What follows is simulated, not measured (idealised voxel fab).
process module | voxel wiring stack
cross-section cut | 225 nm wide | cells 5 nm
A cross-section is a grid of square cells, given in bands from the top down. A band is one or more rows of cells.
Each band's line starts with the height of the band's top and of its bottom, in nm. Then come its materials from left to right, each with its width in nm. One material with "throughout" fills the band from edge to edge. "air" is empty space.
Height 0 is the level under which the wafer as received is all one material. The lowest band goes on downwards, as in "0 down".
A width such as "30 to 40" changes by the same amount from each row of cells to the next, from the band's top row to its bottom row.
"no change" after a step means that no cell of the cross-section changed.
closed voids: empty space of 8 cells or more with no open way to the top, each as width x height at its distance from the left edge, in nm
after a step's settings: what the simulator itself notes on the step
overlay nm, on a step with a mask: how far to the right of its planned place the mask lay; to the left if negative
Each pair below shows a cross-section before one step and the cross-section after it, down to the lowest band that changed. The line under each pair gives the step between them, with its settings. The pairs can come from different runs of this module on the same starting wafer, so a pair continues from the pair above only where its "before" says so.
before
  140 to 125: aC throughout
  125 to 105: Ru throughout
  105 to 100: TiN throughout
  100 to 80: SiO2 75 | Ru 15 | SiO2 30 | Ru 15 | SiO2 90
  80 to 75: SiCN 75 | Ru 15 | SiCN 30 | Ru 15 | SiCN 90
  75 to 65: lowk 75 | TiN 5 | Cu 15 | TiN 5 | lowk 20 | TiN 5 | Cu 15 | TiN 5 | lowk 80
  65 to 60: lowk 75 | TiN 5 | Cu 5 | TiN 15 | lowk 20 | TiN 25 | lowk 80
  60 to 45: lowk 75 | TiN 5 | Cu 5 | TiN 5 | lowk 135
  45 to 40: SiCN 75 | TiN 15 | SiCN 135
  40 to 15: SiO2 75 | TiN 5 | Ru 15 | TiN 5 | SiO2 20 | TiN 5 | Ru 15 | TiN 5 | SiO2 80
  15 to 10: SiCN 75 | TiN 25 | SiCN 20 | TiN 25 | SiCN 80
  10 to 0: SiCN throughout
  0 down: Si throughout
  closed voids: none
after
  170 to 140: air 75 | resist 25 | air 20 | resist 25 | air 80
  below 140: unchanged
  closed voids: none
the step between: op PATTERN | tone cover | mask id METAL_3 | material resist | width nm 25 | pitch nm 45 | thk nm 30 | overlay nm 0
before: the cross-section after the pair above
after
  155 to 140: air 75 | resist 25 | air 20 | resist 25 | air 80
  140 to 125: air 75 | aC 25 | air 20 | aC 25 | air 80
  below 125: unchanged
  closed voids: none
the step between: op DIRECTIONAL_ETCH | etch materials aC | depth nm 15
before: the cross-section after the pair above
after
  140 to 125: air 75 | aC 25 | air 20 | aC 25 | air 80
  below 125: unchanged
  closed voids: none
the step between: op STRIP | etch materials resist
before: the cross-section after the pair above
after
  140 to 125: air 75 | aC 25 | air 20 | aC 25 | air 80
  125 to 105: air 75 | Ru 25 | air 20 | Ru 25 | air 80
  below 105: unchanged
  closed voids: none
the step between: op DIRECTIONAL_ETCH | etch materials Ru | depth nm 20
before: the cross-section after the pair above
after
  140 to 125: air 75 | aC 25 | air 20 | aC 25 | air 80
  125 to 105: air 75 | Ru 25 | air 20 | Ru 25 | air 80
  105 to 100: air 75 | TiN 25 | air 20 | TiN 25 | air 80
  below 100: unchanged
  closed voids: none
the step between: op DIRECTIONAL_ETCH | etch materials TiN | depth nm 5
before: the cross-section after the pair above
after
  125 to 105: air 75 | Ru 25 | air 20 | Ru 25 | air 80
  below 105: unchanged
  closed voids: none
the step between: op STRIP | etch materials aC
before: the cross-section after the pair above
after
  135 to 125: SiO2 throughout
  125 to 105: SiO2 75 | Ru 25 | SiO2 20 | Ru 25 | SiO2 80
  105 to 100: SiO2 75 | TiN 25 | SiO2 20 | TiN 25 | SiO2 80
  below 100: unchanged
  closed voids: none
the step between: op FILL_DEP | material SiO2 | thk nm 10
before: the cross-section after the pair above
after
  125 to 105: SiO2 75 | Ru 25 | SiO2 20 | Ru 25 | SiO2 80
  below 105: unchanged
  closed voids: none
the step between: op CMP | height nm 125
before: the cross-section after the pair above
after
  130 to 125: SiCN throughout
  below 125: unchanged
  closed voids: none
the step between: op CONFORMAL_DEP | material SiCN | thk nm 5
before
  140 to 125: aC throughout
  125 to 105: Ru throughout
  105 to 100: TiN throughout
  100 to 80: SiO2 75 | Ru 15 | SiO2 30 | Ru 15 | SiO2 90
  80 to 75: SiCN 75 | Ru 15 | SiCN 30 | Ru 15 | SiCN 90
  75 to 65: lowk 75 | TiN 5 | Cu 15 | TiN 5 | lowk 20 | TiN 5 | Cu 15 | TiN 5 | lowk 80
  65 to 60: lowk 75 | TiN 5 | Cu 5 | TiN 15 | lowk 20 | TiN 25 | lowk 80
  60 to 45: lowk 75 | TiN 5 | Cu 5 | TiN 5 | lowk 135
  45 to 40: SiCN 75 | TiN 15 | SiCN 135
  40 to 15: SiO2 75 | TiN 5 | Ru 15 | TiN 5 | SiO2 20 | TiN 5 | Ru 15 | TiN 5 | SiO2 80
  15 to 10: SiCN 75 | TiN 25 | SiCN 20 | TiN 25 | SiCN 80
  10 to 0: SiO2 throughout
  0 down: Si throughout
  closed voids: none
after
  170 to 140: resist 75 | air 25 | resist 20 | air 25 | resist 80
  below 140: unchanged
  closed voids: none
the step between: op PATTERN | tone open | mask id METAL_3 | material resist | width nm 25 | pitch nm 45 | thk nm 30 | overlay nm 0
before: the cross-section after the pair above
after
  155 to 140: resist 75 | air 25 | resist 20 | air 25 | resist 80
  140 to 125: aC 75 | air 25 | aC 20 | air 25 | aC 80
  below 125: unchanged
  closed voids: none
the step between: op DIRECTIONAL_ETCH | etch materials aC | depth nm 15
before: the cross-section after the pair above
after
  140 to 125: aC 75 | air 25 | aC 20 | air 25 | aC 80
  below 125: unchanged
  closed voids: none
the step between: op STRIP | etch materials resist
before: the cross-section after the pair above
after
  140 to 125: aC 75 | air 25 | aC 20 | air 25 | aC 80
  125 to 105: Ru 75 | air 25 | Ru 20 | air 25 | Ru 80
  below 105: unchanged
  closed voids: none
the step between: op DIRECTIONAL_ETCH | etch materials Ru | depth nm 20
before: the cross-section after the pair above
after
  140 to 125: aC 75 | air 25 | aC 20 | air 25 | aC 80
  125 to 105: Ru 75 | air 25 | Ru 20 | air 25 | Ru 80
  105 to 100: TiN 75 | air 25 | TiN 20 | air 25 | TiN 80
  below 100: unchanged
  closed voids: none
the step between: op DIRECTIONAL_ETCH | etch materials TiN | depth nm 5
before: the cross-section after the pair above
after
  125 to 105: Ru 75 | air 25 | Ru 20 | air 25 | Ru 80
  below 105: unchanged
  closed voids: none
the step between: op STRIP | etch materials aC
before: the cross-section after the pair above
after
  135 to 125: SiO2 throughout
  125 to 105: Ru 75 | SiO2 25 | Ru 20 | SiO2 25 | Ru 80
  105 to 100: TiN 75 | SiO2 25 | TiN 20 | SiO2 25 | TiN 80
  below 100: unchanged
  closed voids: none
the step between: op FILL_DEP | material SiO2 | thk nm 10
before: the cross-section after the pair above
after
  125 to 105: Ru 75 | SiO2 25 | Ru 20 | SiO2 25 | Ru 80
  below 105: unchanged
  closed voids: none
the step between: op CMP | height nm 125
before: the cross-section after the pair above
after
  130 to 125: SiCN throughout
  below 125: unchanged
  closed voids: none
the step between: op CONFORMAL_DEP | material SiCN | thk nm 5
